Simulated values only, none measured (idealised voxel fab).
Process module name: voxel ribs on slabs
Pictured: cross-section cut, 240 nm wide, on a grid of 5 nm square cells.
Cross-section spec: square-cell grid; bands listed top down; each band is one or more rows.
Heights first: top, then bottom, in nm. Then materials, left to right, each with a width in nm. "everywhere" on a single material: fills the band edge to edge. "air": empty space.
All heights in this document are referenced to 0, defined as the level beneath which the wafer, as received, consists entirely of one material. The lowest band is not bounded below; it extends indefinitely downward and is written in the form "0 and below".
A two-number width, for instance "30->40", indicates that the width is equal to the first number in the top row of the band and to the second number in the bottom row, and that it changes by a constant amount per row of cells.
"changes: none" (step): cross-section cells unchanged, all of them.
Any empty space of 8 cells or more lacking an open way to the top shows up in "Closed void list" as width x height at distance, distance from the left edge, in nm.
Text after the settings on a step's line: the simulator's own remark on that step.
When a step includes a mask, the "overlay nm" setting on its line states how far to the right of its planned place that mask lay, and negative values state how far to the left.
Planned process steps
- 1: RECEIVE | material Si
- 2: DIRECTIONAL_DEP | material SiO2 | thk nm 25
- 3: DIRECTIONAL_DEP | material polySi | thk nm 20
- 4: PATTERN | tone cover | mask id RIB | material resist | width nm 25 | thk nm 15 | overlay nm 0
- 5: DIRECTIONAL_ETCH | etch materials polySi | depth nm 5
- 6: STRIP | etch materials resist
- 7: PATTERN | tone cover | mask id SLAB | material resist | width nm 75 | thk nm 20 | overlay nm 0
- 8: DIRECTIONAL_ETCH | etch materials polySi | depth nm 15
- 9: STRIP | etch materials resist
- 10: FILL_DEP | material SiO2 | thk nm 25
- 11: CMP | height nm 65
- 12: DIRECTIONAL_DEP | material TiN | thk nm 10
- 13: MASKED_ETCH | tone cover | mask id HEATER | width nm 25 | etch materials TiN | depth nm 10 | overlay nm 0
- 14: CONFORMAL_DEP | material SiO2 | thk nm 5
For clarity, it should be stated that the wafers under discussion commence in an identical condition and differ with respect to the width nm of step 13, the plan indicating the value that the first wafer had.
After step 1, as received: first of several wafers, cross-section
    0 and below = Si everywhere
    Closed void list: none
So in this table every wafer gets its own row, and what you see is where it stands at the end of the module: for each material, how many cells it picked up (+) or gave up (-) since we received it, and after that its closed voids
width nm 25 | +626 SiO2 | +10 TiN | +50 polySi | Closed void list: none
width nm 30 | +626 SiO2 | +12 TiN | +50 polySi | Closed void list: none
width nm 35 | +626 SiO2 | +14 TiN | +50 polySi | Closed void list: none
width nm 40 | +626 SiO2 | +16 TiN | +50 polySi | Closed void list: none
width nm 45 | +626 SiO2 | +18 TiN | +50 polySi | Closed void list: none
width nm 50 | +626 SiO2 | +20 TiN | +50 polySi | Closed void list: none
